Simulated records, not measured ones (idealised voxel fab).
process module | voxel transistor to metal
cross-section cut | 280 nm wide | cells 5 nm
A cross-section is a grid of square cells, given in bands from the top down. A band is one or more rows of cells.
Each band's line starts with the height of the band's top and of its bottom, in nm. Then come its materials from left to right, each with its width in nm. One material with "throughout" fills the band from edge to edge. "air" is empty space.
Height 0 is the level under which the wafer as received is all one material. The lowest band goes on downwards, as in "0 down".
A width such as "30 to 40" changes by the same amount from each row of cells to the next, from the band's top row to its bottom row.
"no change" after a step means that no cell of the cross-section changed.
closed voids: empty space of 8 cells or more with no open way to the top, each as width x height at its distance from the left edge, in nm
after a step's settings: what the simulator itself notes on the step
overlay nm, on a step with a mask: how far to the right of its planned place the mask lay; to the left if negative
plan
1 op RECEIVE | material Si
2 op OXIDIZE | depth nm 5
3 op CONFORMAL_DEP | material SiN | thk nm 10
4 op MASKED_ETCH | tone cover | mask id ACTIVE | width nm 110 | pitch nm 130 | etch materials SiN | depth nm 10 | overlay nm 0
5 op MASKED_ETCH | tone cover | mask id ACTIVE | width nm 110 | pitch nm 130 | etch materials SiO2 | depth nm 5 | overlay nm 0
6 op MASKED_ETCH | tone cover | mask id ACTIVE | width nm 110 | pitch nm 130 | etch materials Si | depth nm 35 | overlay nm 0
7 op FILL_DEP | material SiO2 | thk nm 5
8 op CMP | height nm 10
9 op SELECTIVE_ETCH | etch materials SiO2 | depth nm 5
10 op STRIP | etch materials SiN
11 op SELECTIVE_ETCH | etch materials SiO2 | depth nm 5
12 op OXIDIZE | depth nm 5
13 op DIRECTIONAL_DEP | material polySi | thk nm 20
14 op DIRECTIONAL_DEP | material SiCN | thk nm 15
15 op DIRECTIONAL_DEP | material aC | thk nm 10
16 op PATTERN | tone cover | mask id GATE | material resist | width nm 20 | pitch nm 130 | thk nm 30 | overlay nm 0
17 op DIRECTIONAL_ETCH | etch materials aC | depth nm 10
18 op STRIP | etch materials resist
19 op DIRECTIONAL_ETCH | etch materials SiCN | depth nm 25
20 op DIRECTIONAL_ETCH | etch materials polySi | depth nm 30
21 op STRIP | etch materials aC
22 op CONFORMAL_DEP | material SiO2 | thk nm 5
23 op DIRECTIONAL_ETCH | etch materials SiO2 | depth nm 5
24 op CONFORMAL_DEP | material SiN | thk nm 5
25 op DIRECTIONAL_ETCH | etch materials SiN | depth nm 5
26 op DIRECTIONAL_ETCH | etch materials SiO2 | depth nm 5
27 op DIRECTIONAL_ETCH | etch materials Si | depth nm 15
28 op EPI | material SiGe | thk nm 15
29 op FILL_DEP | material SiO2 | thk nm 10
30 op CMP | height nm 30
31 op DIRECTIONAL_DEP | material SiO2 | thk nm 15
32 op MASKED_ETCH | tone open | mask id CONTACT | width nm 15 | etch materials SiO2 | depth nm 40 | overlay nm 0
33 op CONFORMAL_DEP | material TiN | thk nm 5
34 op FILL_DEP | material Ru | thk nm 5
35 op CMP | height nm 45
36 op CONFORMAL_DEP | material SiN | thk nm 5
37 op DIRECTIONAL_DEP | material lowk | thk nm 15
38 op PATTERN | tone open | mask id METAL_1 | material resist | width nm 15 | thk nm 15 | overlay nm 0
39 op DIRECTIONAL_ETCH | etch materials lowk | depth nm 15
40 op DIRECTIONAL_ETCH | etch materials SiN | depth nm 5
41 op STRIP | etch materials resist
42 op CONFORMAL_DEP | material TiN | thk nm 5
43 op FILL_DEP | material W | thk nm 5
44 op CMP | height nm 65
45 op EPI | material Ru | thk nm 5
46 op FILL_DEP | material SiCN | thk nm 5
as received, after step 1
  0 down: Si throughout
  closed voids: none
a wafer at the end: this start, this plan, one mistake
  75 to 70: SiCN throughout
  70 to 65: SiCN 25 | Ru 25 | SiCN 50 | Ru 25 | SiCN 30 | Ru 25 | SiCN 50 | Ru 25 | SiCN 25
  65 to 50: lowk 30 | TiN 5 | W 5 | TiN 5 | lowk 60 | TiN 5 | W 5 | TiN 5 | lowk 40 | TiN 5 | W 5 | TiN 5 | lowk 60 | TiN 5 | W 5 | TiN 5 | lowk 30
  50 to 45: SiN 30 | TiN 15 | SiN 60 | TiN 15 | SiN 40 | TiN 15 | SiN 60 | TiN 15 | SiN 30
  45 to 30: SiO2 30 | TiN 5 | Ru 5 | TiN 5 | SiO2 60 | TiN 5 | Ru 5 | TiN 5 | SiO2 40 | TiN 5 | Ru 5 | TiN 5 | SiO2 60 | TiN 5 | Ru 5 | TiN 5 | SiO2 30
  30 to 25: SiO2 30 | TiN 5 | Ru 5 | TiN 5 | SiO2 10 | SiN 5 | SiO2 5 | SiCN 20 | SiO2 5 | SiN 5 | SiO2 10 | TiN 5 | Ru 5 | TiN 5 | SiO2 40 | TiN 5 | Ru 5 | TiN 5 | SiO2 10 | SiN 5 | SiO2 5 | SiCN 20 | SiO2 5 | SiN 5 | SiO2 10 | TiN 5 | Ru 5 | TiN 5 | SiO2 30
  25 to 20: SiCN 15 | SiO2 5 | SiN 5 | SiO2 5 | TiN 15 | SiO2 10 | SiN 5 | SiO2 5 | SiCN 20 | SiO2 5 | SiN 5 | SiO2 10 | TiN 15 | SiO2 5 | SiN 5 | SiO2 5 | SiCN 10 | SiO2 5 | SiN 5 | SiO2 5 | TiN 15 | SiO2 10 | SiN 5 | SiO2 5 | SiCN 20 | SiO2 5 | SiN 5 | SiO2 10 | TiN 15 | SiO2 5 | SiN 5 | SiO2 5 | SiCN 15
  20 to 15: polySi 15 | SiCN 120 | polySi 10 | SiCN 120 | polySi 15
  15 to 0: polySi throughout
  0 to -5: SiO2 15 | polySi 120 | SiO2 10 | polySi 120 | SiO2 15
  -5 to -10: SiO2 throughout
  -10 to -40: SiO2 20 | Si 110 | SiO2 20 | Si 110 | SiO2 20
  -40 down: Si throughout
  closed voids: none
what went wrong: step 14 was run twice
